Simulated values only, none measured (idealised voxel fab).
The following is a process module called voxel self aligned vias.
Xsec cut, 225 nm wide, square cell size 5 nm.
How to read a cross-section here: the picture is a grid of square cells, written as bands going from the top down, and any band can span one or more rows of cells. This entry defines a band. It first specifies the height of the band's top and the height of its bottom in nm, and then specifies the band's materials from left to right, stating each material with its width in nm. The word "all across" identifies a single material that fills the band from edge to edge, while the word "empty" identifies empty space. Convention: height 0 is the level below which the wafer, as received, is all one material. The lowest band does not terminate at the bottom but continues downward, represented as "from 0 down". Width "30 to 40": first value at the band's top row of cells, second value at its bottom row, equal change from row to row. Where the words "all unchanged" appear for a step, the cross-section shows no cell changed by that step; every cell remained as before. What "Voids, fully enclosed" gives you is every empty space of 8 cells or more that is cut off from the top. Each appears as width x height at distance, with the distance taken from the left edge and width, height and distance all in nm. after a step's settings: what the simulator itself notes on the step. overlay nm: mask right of planned place by this much (step with mask). Neg. = left.
## The steps planned for the process are as follows
step 1: RECEIVE, material Si
step 2: CONFORMAL_DEP, material SiO2, thk nm 10
step 3: CONFORMAL_DEP, material SiCN, thk nm 5
step 4: DIRECTIONAL_DEP, material lowk, thk nm 30
step 5: MASKED_ETCH, tone open, mask id LINES, width nm 30, pitch nm 70, etch materials lowk, depth nm 30, overlay nm 0
step 6: CONFORMAL_DEP, material TiN, thk nm 5
step 7: FILL_DEP, material W, thk nm 10
step 8: CMP, height nm 45
step 9: SELECTIVE_ETCH, etch materials W Ru TiN, depth nm 10
step 10: FILL_DEP, material SiN, thk nm 10
step 11: CMP, height nm 45
step 12: DIRECTIONAL_DEP, material lowk, thk nm 15
step 13: MASKED_ETCH, tone open, mask id VIAS, width nm 40, pitch nm 70, etch materials lowk, depth nm 15, overlay nm 0
step 14: MASKED_ETCH, tone open, mask id VIAS, width nm 40, pitch nm 70, etch materials SiN, depth nm 10, overlay nm 0
step 15: CONFORMAL_DEP, material TiN, thk nm 5
step 16: FILL_DEP, material W, thk nm 5
step 17: CMP, height nm 60
step 18: CONFORMAL_DEP, material SiCN, thk nm 5
## Cross-section of the wafer as it came to us, i.e., already through step 1
> from 0 down  Si all across
> Voids, fully enclosed: none
## Cross-sectional image of the first of two wafers at the end of the module, the run having proceeded as planned
> from 65 to 60  SiCN all across
> from 60 to 50  lowk (55)  TiN (5)  W (30)  TiN (5)  lowk (30)  TiN (5)  W (30)  TiN (5)  lowk (60)
> from 50 to 40  lowk (55 to 60)  TiN (10 to 5)  W (20)  TiN (10 to 5)  lowk (30 to 40)  TiN (10 to 5)  W (20)  TiN (10 to 5)  lowk (60 to 65)
> from 40 to 35  lowk (60)  TiN (30)  lowk (40)  TiN (30)  lowk (65)
> from 35 to 20  lowk (60)  TiN (5)  W (20)  TiN (5)  lowk (40)  TiN (5)  W (20)  TiN (5)  lowk (65)
> from 20 to 15  lowk (60)  TiN (30)  lowk (40)  TiN (30)  lowk (65)
> from 15 to 10  SiCN all across
> from 10 to 0  SiO2 all across
> from 0 down  Si all across
> Voids, fully enclosed: none
## Second wafer through the module, sectioned at the end: same beginning and same plan as the first wafer, with one mistake in carrying it out
> from 65 to 60  SiCN all across
> from 60 to 50  lowk (60)  TiN (5)  W (30)  TiN (5)  lowk (30)  TiN (5)  W (30)  TiN (5)  lowk (55)
> from 50 to 40  lowk (60)  TiN (5)  W (20)  TiN (15 to 5)  lowk (30 to 40)  TiN (5)  W (20)  TiN (15 to 5)  lowk (55 to 65)
> from 40 to 35  lowk (60)  TiN (30)  lowk (40)  TiN (30)  lowk (65)
> from 35 to 20  lowk (60)  TiN (5)  W (20)  TiN (5)  lowk (40)  TiN (5)  W (20)  TiN (5)  lowk (65)
> from 20 to 15  lowk (60)  TiN (30)  lowk (40)  TiN (30)  lowk (65)
> from 15 to 10  SiCN all across
> from 10 to 0  SiO2 all across
> from 0 down  Si all across
> Voids, fully enclosed: none
Deviation from plan: it should be noted that step 13 was executed with settings other than those planned, the operation and settings actually applied being MASKED_ETCH, tone open, mask id VIAS, width nm 40, pitch nm 70, etch materials lowk, depth nm 15, overlay nm 5
Tallied in cells, the final second wafer holds each material in the same quantity as the first, although not at the same places.
